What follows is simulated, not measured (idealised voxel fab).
The process module that follows is named voxel ribs on slabs.
The figure presents cross-section cut, which has a width of 285 nm and is divided into square cells with an edge length of 5 nm.
If you're reading a cross-section in this doc, picture square cells in a grid; it comes to you as bands, top ones listed first down to the bottom, and a band can be one or more rows of cells.
Within each band entry, the heights of the top and of the bottom of the band appear first, in that order and in nm; the materials of the band then follow from left to right, each with its corresponding width in nm. The designation "everywhere" on a single material indicates that it fills the band from edge to edge; the designation "air" indicates empty space.
A quick word on heights: they are counted from 0, and under that level the wafer as it came to us is one material throughout. The lowest band is different from the rest in having no bottom; it simply continues downward, written as in "0 and below".
Think of "30->40" as a width that walks from the first number to the second as you go down the band, top row to bottom row, taking equal-sized steps from row to row.
The designation "no modifications", where it is given for a processing step, indicates that no cell of the cross-section was altered in the course of that step.
What "Trapped voids" gives you is every empty space of 8 cells or more that is cut off from the top. Each appears as width x height at distance, with the distance taken from the left edge and width, height and distance all in nm.
What comes after the settings on a step's line is commentary from the simulator itself on that step.
Each step line may optionally specify "overlay nm", which for a step with a mask gives the rightward distance between the mask's planned place and where it lay, a negative value indicating the leftward direction.

**Steps planned for the process**
| 1 | RECEIVE, material Si |
| 2 | DIRECTIONAL_DEP, material SiO2, thk nm 30 |
| 3 | DIRECTIONAL_DEP, material polySi, thk nm 20 |
| 4 | PATTERN, tone cover, mask id RIB, material resist, width nm 25, thk nm 20, overlay nm 0 |
| 5 | DIRECTIONAL_ETCH, etch materials polySi, depth nm 5 |
| 6 | STRIP, etch materials resist |
| 7 | DIRECTIONAL_DEP, material aC, thk nm 10 |
| 8 | PATTERN, tone cover, mask id SLAB, material resist, width nm 75, thk nm 30, overlay nm 0 |
| 9 | DIRECTIONAL_ETCH, etch materials aC, depth nm 10 |
| 10 | STRIP, etch materials resist |
| 11 | DIRECTIONAL_ETCH, etch materials polySi, depth nm 15 |
| 12 | STRIP, etch materials aC |
| 13 | FILL_DEP, material SiO2, thk nm 25 |
| 14 | CMP, height nm 65 |
| 15 | DIRECTIONAL_DEP, material W, thk nm 10 |
| 16 | MASKED_ETCH, tone cover, mask id HEATER, width nm 35, etch materials W, depth nm 10, overlay nm 0 |
| 17 | CONFORMAL_DEP, material SiO2, thk nm 5 |

**The first wafer of two, processed as planned**

**Delivered wafer in cross-section: state after step 1**
> 0 and below  Si everywhere
> Trapped voids: none

**State of the wafer after step 2, shown in cross-section**
> 30 down to 0  SiO2 everywhere
> For the remainder of the cross-section, below 0, there is no change.

**State of the wafer after step 3, shown in cross-section**
> 50 down to 30  polySi everywhere
> For the remainder of the cross-section, below 30, there is no change.

**State of the wafer after step 4, shown in cross-section**
> 70 down to 50  130 air; 25 resist; 130 air
> For the remainder of the cross-section, below 50, there is no change.

**State of the wafer after step 5, shown in cross-section**
> 70 down to 50  130 air; 25 resist; 130 air
> 50 down to 45  130 air; 25 polySi; 130 air
> For the remainder of the cross-section, below 45, there is no change.

**State of the wafer after step 6, shown in cross-section**
> 50 down to 45  130 air; 25 polySi; 130 air
> For the remainder of the cross-section, below 45, there is no change.

**State of the wafer after step 7, shown in cross-section**
> 60 down to 55  130 air; 25 aC; 130 air
> 55 down to 50  aC everywhere
> 50 down to 45  130 aC; 25 polySi; 130 aC
> For the remainder of the cross-section, below 45, there is no change.

**State of the wafer after step 8, shown in cross-section**
> 90 down to 60  105 air; 75 resist; 105 air
> 60 down to 55  105 air; 25 resist; 25 aC; 25 resist; 105 air
> For the remainder of the cross-section, below 55, there is no change.

**State of the wafer after step 9, shown in cross-section**
> 80 down to 60  105 air; 75 resist; 105 air
> 60 down to 55  105 air; 25 resist; 25 aC; 25 resist; 105 air
> 55 down to 50  105 air; 75 aC; 105 air
> 50 down to 45  105 air; 25 aC; 25 polySi; 25 aC; 105 air
> For the remainder of the cross-section, below 45, there is no change.

**State of the wafer after step 10, shown in cross-section**
> 60 down to 50  130->105 air; 25->75 aC; 130->105 air
> For the remainder of the cross-section, below 50, there is no change.

**State of the wafer after step 11, shown in cross-section**
> 60 down to 50  130->105 air; 25->75 aC; 130->105 air
> 50 down to 45  105 air; 25 aC; 25 polySi; 25 aC; 105 air
> 45 down to 30  105 air; 75 polySi; 105 air
> For the remainder of the cross-section, below 30, there is no change.

**State of the wafer after step 12, shown in cross-section**
> 50 down to 45  130 air; 25 polySi; 130 air
> For the remainder of the cross-section, below 45, there is no change.

**State of the wafer after step 13, shown in cross-section**
> 75 down to 50  SiO2 everywhere
> 50 down to 45  130 SiO2; 25 polySi; 130 SiO2
> 45 down to 30  105 SiO2; 75 polySi; 105 SiO2
> For the remainder of the cross-section, below 30, there is no change.

**State of the wafer after step 14, shown in cross-section**
> 65 down to 50  SiO2 everywhere
> For the remainder of the cross-section, below 50, there is no change.

**State of the wafer after step 15, shown in cross-section**
> 75 down to 65  W everywhere
> For the remainder of the cross-section, below 65, there is no change.

**State of the wafer after step 16, shown in cross-section**
> 75 down to 65  125 air; 35 W; 125 air
> For the remainder of the cross-section, below 65, there is no change.

**State of the wafer after step 17, shown in cross-section**
> 80 down to 75  120 air; 45 SiO2; 120 air
> 75 down to 70  120 air; 5 SiO2; 35 W; 5 SiO2; 120 air
> 70 down to 65  125 SiO2; 35 W; 125 SiO2
> For the remainder of the cross-section, below 65, there is no change.

**Second wafer. Start and plan as for the first. One mistake made in running. Agrees with the first up to and including step 2**

**The second wafer in cross-section, at the planned close of step 3**
> 60 down to 30  polySi everywhere
> For the remainder of the cross-section, below 30, there is no change.

**The second wafer in cross-section, at the planned close of step 4**
> 80 down to 60  130 air; 25 resist; 130 air
> For the remainder of the cross-section, below 60, there is no change.

**The second wafer in cross-section, at the planned close of step 5**
> 80 down to 60  130 air; 25 resist; 130 air
> 60 down to 55  130 air; 25 polySi; 130 air
> For the remainder of the cross-section, below 55, there is no change.

**The second wafer in cross-section, at the planned close of step 6**
> 60 down to 55  130 air; 25 polySi; 130 air
> For the remainder of the cross-section, below 55, there is no change.

**The second wafer in cross-section, at the planned close of step 7**
> 70 down to 65  130 air; 25 aC; 130 air
> 65 down to 60  aC everywhere
> 60 down to 55  130 aC; 25 polySi; 130 aC
> For the remainder of the cross-section, below 55, there is no change.

**The second wafer in cross-section, at the planned close of step 8**
> 100 down to 70  105 air; 75 resist; 105 air
> 70 down to 65  105 air; 25 resist; 25 aC; 25 resist; 105 air
> For the remainder of the cross-section, below 65, there is no change.

**The second wafer in cross-section, at the planned close of step 9**
> 90 down to 70  105 air; 75 resist; 105 air
> 70 down to 65  105 air; 25 resist; 25 aC; 25 resist; 105 air
> 65 down to 60  105 air; 75 aC; 105 air
> 60 down to 55  105 air; 25 aC; 25 polySi; 25 aC; 105 air
> For the remainder of the cross-section, below 55, there is no change.

**The second wafer in cross-section, at the planned close of step 10**
> 70 down to 60  130->105 air; 25->75 aC; 130->105 air
> For the remainder of the cross-section, below 60, there is no change.

**The second wafer in cross-section, at the planned close of step 11**
> 70 down to 60  130->105 air; 25->75 aC; 130->105 air
> 60 down to 55  105 air; 25 aC; 25 polySi; 25 aC; 105 air
> 55 down to 40  105 air; 75 polySi; 105 air
> For the remainder of the cross-section, below 40, there is no change.

**The second wafer in cross-section, at the planned close of step 12**
> 60 down to 55  130 air; 25 polySi; 130 air
> For the remainder of the cross-section, below 55, there is no change.

**The second wafer in cross-section, at the planned close of step 13**
> 85 down to 60  SiO2 everywhere
> 60 down to 55  130 SiO2; 25 polySi; 130 SiO2
> 55 down to 40  105 SiO2; 75 polySi; 105 SiO2
> For the remainder of the cross-section, below 40, there is no change.

**The second wafer in cross-section, at the planned close of step 14**
> 65 down to 60  SiO2 everywhere
> For the remainder of the cross-section, below 60, there is no change.

**The second wafer in cross-section, at the planned close of step 15**
> 75 down to 65  W everywhere
> For the remainder of the cross-section, below 65, there is no change.

**The second wafer in cross-section, at the planned close of step 16**
> 75 down to 65  125 air; 35 W; 125 air
> For the remainder of the cross-section, below 65, there is no change.

**The second wafer in cross-section, at the planned close of step 17**
> 80 down to 75  120 air; 45 SiO2; 120 air
> 75 down to 70  120 air; 5 SiO2; 35 W; 5 SiO2; 120 air
> 70 down to 65  125 SiO2; 35 W; 125 SiO2
> For the remainder of the cross-section, below 65, there is no change.
What went wrong in running the wafer? step 3 did not use the planned setting and instead ran as DIRECTIONAL_DEP, material polySi, thk nm 30
FYI, end of process, the second wafer has more or fewer cells of some materials than the first: SiO2: 114 fewer, polySi: 114 more
